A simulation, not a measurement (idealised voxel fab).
process module | voxel ribs on slabs
cross-section cut | 290 nm wide | cells 5 nm
A cross-section is a grid of square cells, given in bands from the top down. A band is one or more rows of cells.
Each band's line starts with the height of the band's top and of its bottom, in nm. Then come its materials from left to right, each with its width in nm. One material with "throughout" fills the band from edge to edge. "air" is empty space.
Height 0 is the level under which the wafer as received is all one material. The lowest band goes on downwards, as in "0 down".
A width such as "30 to 40" changes by the same amount from each row of cells to the next, from the band's top row to its bottom row.
"no change" after a step means that no cell of the cross-section changed.
closed voids: empty space of 8 cells or more with no open way to the top, each as width x height at its distance from the left edge, in nm
after a step's settings: what the simulator itself notes on the step
overlay nm, on a step with a mask: how far to the right of its planned place the mask lay; to the left if negative
plan
1 op RECEIVE | material Si
2 op DIRECTIONAL_DEP | material SiO2 | thk nm 20
3 op DIRECTIONAL_DEP | material polySi | thk nm 25
4 op DIRECTIONAL_DEP | material aC | thk nm 10
5 op PATTERN | tone cover | mask id RIB | material resist | width nm 20 | thk nm 25 | overlay nm 0
6 op DIRECTIONAL_ETCH | etch materials aC | depth nm 10
7 op STRIP | etch materials resist
8 op DIRECTIONAL_ETCH | etch materials polySi | depth nm 5
9 op STRIP | etch materials aC
10 op PATTERN | tone cover | mask id SLAB | material resist | width nm 70 | thk nm 15 | overlay nm 0
11 op DIRECTIONAL_ETCH | etch materials polySi | depth nm 20
12 op STRIP | etch materials resist
13 op FILL_DEP | material SiO2 | thk nm 30
14 op CMP | height nm 65
15 op DIRECTIONAL_DEP | material W | thk nm 5
16 op MASKED_ETCH | tone cover | mask id HEATER | width nm 30 | etch materials W | depth nm 5 | overlay nm 0
17 op CONFORMAL_DEP | material SiO2 | thk nm 5
as received, after step 1
  0 down: Si throughout
  closed voids: none
first wafer at the end, as planned
  75 to 70: air 125 | SiO2 40 | air 125
  70 to 65: SiO2 130 | W 30 | SiO2 130
  65 to 45: SiO2 throughout
  45 to 40: SiO2 135 | polySi 20 | SiO2 135
  40 to 20: SiO2 110 | polySi 70 | SiO2 110
  20 to 0: SiO2 throughout
  0 down: Si throughout
  closed voids: none
second wafer at the end: like start, like plan, one mistake
  75 to 70: air 125 | SiO2 40 | air 125
  70 to 65: SiO2 130 | W 30 | SiO2 130
  65 to 45: SiO2 throughout
  45 to 40: SiO2 135 | polySi 20 | SiO2 135
  40 to 20: SiO2 105 | polySi 70 | SiO2 115
  20 to 0: SiO2 throughout
  0 down: Si throughout
  closed voids: none
what went wrong: step 10 ran as: op PATTERN | tone cover | mask id SLAB | material resist | width nm 70 | thk nm 15 | overlay nm -5
at the end the second wafer has, in cells: as many of each material as the first, in other places
